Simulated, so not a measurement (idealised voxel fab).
Process module name: voxel capacitor over wiring
The figure presents cross-section cut, which has a width of 300 nm and is divided into square cells with an edge length of 5 nm.
Cross-section layout: square cells on a grid; listed as bands, top to bottom; a band spans one or more cell rows.
Top, bottom (nm), then materials left to right with widths (nm); lone material tagged "edge to edge" fills the whole band edge to edge; "air" = empty space.
For the purposes of this specification, 0 denotes the height below which the wafer in its as-received condition is composed wholly of one material, and the lowermost band, lacking a lower limit, extends downward without end, as expressed in "z 0 and below".
You'd read "30..40" like this: the band's top row of cells is as wide as the first number, its bottom row is as wide as the second, and going down, every row changes width by the same amount as the row before did.
"changes: none" after a step means that no cell of the cross-section changed.
The entry titled "Sealed void inventory" provides the empty spaces that have no open way to the top, restricted to those of 8 cells or more. Each is presented as width x height at distance, the distance being measured from the left edge, with all three in nm.
Step line, after settings: the simulator's comment on this step.
overlay nm, on a step with a mask: how far to the right of its planned place the mask lay; to the left if negative

[Below is the list of planned process steps]
step 1: RECEIVE, material Si
step 2: CONFORMAL_DEP, material SiO2, thk nm 15
step 3: DIRECTIONAL_DEP, material TiN, thk nm 5
step 4: DIRECTIONAL_DEP, material W, thk nm 25
step 5: PATTERN, tone cover, mask id METAL_1, material resist, width nm 20, pitch nm 85, thk nm 20, overlay nm 0
step 6: DIRECTIONAL_ETCH, etch materials W, depth nm 25
step 7: DIRECTIONAL_ETCH, etch materials TiN, depth nm 5
step 8: STRIP, etch materials resist
step 9: CONFORMAL_DEP, material SiN, thk nm 5
step 10: FILL_DEP, material lowk, thk nm 10
step 11: CMP, height nm 45
step 12: CONFORMAL_DEP, material SiCN, thk nm 5
step 13: DIRECTIONAL_DEP, material lowk, thk nm 15
step 14: DIRECTIONAL_DEP, material aC, thk nm 10
step 15: PATTERN, tone open, mask id PLUG_1, material resist, width nm 15, thk nm 30, overlay nm 0
step 16: DIRECTIONAL_ETCH, etch materials aC, depth nm 10
step 17: STRIP, etch materials resist
step 18: DIRECTIONAL_ETCH, etch materials lowk, depth nm 15
step 19: DIRECTIONAL_ETCH, etch materials SiCN, depth nm 5
step 20: STRIP, etch materials aC
step 21: EPI, material Ru, thk nm 10
step 22: EPI, material Ru, thk nm 10
step 23: DIRECTIONAL_DEP, material TiN, thk nm 5
step 24: DIRECTIONAL_DEP, material Al2O3, thk nm 5
step 25: DIRECTIONAL_DEP, material TiN, thk nm 10
step 26: MASKED_ETCH, tone cover, mask id UPPER_PLATE, width nm 70, etch materials TiN, depth nm 10, overlay nm 0
step 27: MASKED_ETCH, tone cover, mask id UPPER_PLATE, width nm 70, etch materials Al2O3, depth nm 5, overlay nm 0
step 28: DIRECTIONAL_DEP, material aC, thk nm 15
step 29: PATTERN, tone cover, mask id LOWER_PLATE, material resist, width nm 80, thk nm 30, overlay nm 0
step 30: DIRECTIONAL_ETCH, etch materials aC, depth nm 15
step 31: STRIP, etch materials resist
step 32: DIRECTIONAL_ETCH, etch materials TiN, depth nm 5
step 33: STRIP, etch materials aC
step 34: FILL_DEP, material SiO2, thk nm 20
step 35: CMP, height nm 100
step 36: MASKED_ETCH, tone open, mask id PLUG_2, width nm 15, etch materials SiO2, depth nm 15, overlay nm 0
step 37: CONFORMAL_DEP, material TiN, thk nm 5
step 38: FILL_DEP, material Ru, thk nm 10
step 39: CMP, height nm 100
step 40: CONFORMAL_DEP, material SiN, thk nm 5

[Wafer as received: cross-section following step 1]
* z 0 and below  Si edge to edge
* Sealed void inventory: none

[Starting wafer: above. Plan: above. Run: one mistake. Cross-section after the module: below]
* z 105 to 100  SiN edge to edge
* z 100 to 90  110 SiO2 / 60 TiN / 130 SiO2
* z 90 to 85  110 SiO2 / 5 TiN / 55 Al2O3 / 130 SiO2
* z 85 to 80  95 SiO2 / 80 TiN / 125 SiO2
* z 80 to 75  100 lowk / 15 TiN / 185 lowk
* z 75 to 70  100 lowk / 15 Al2O3 / 185 lowk
* z 70 to 65  100 lowk / 15 TiN / 185 lowk
* z 65 to 50  lowk edge to edge
* z 50 to 45  SiCN edge to edge
* z 45 to 20  90 lowk / 5 SiN / 20 W / 5 SiN / 55 lowk / 5 SiN / 20 W / 5 SiN / 95 lowk
* z 20 to 15  95 SiN / 20 TiN / 65 SiN / 20 TiN / 100 SiN
* z 15 to 0  SiO2 edge to edge
* z 0 and below  Si edge to edge
* Sealed void inventory: none
Deviation from plan: execution of plan step 13 occurred twice
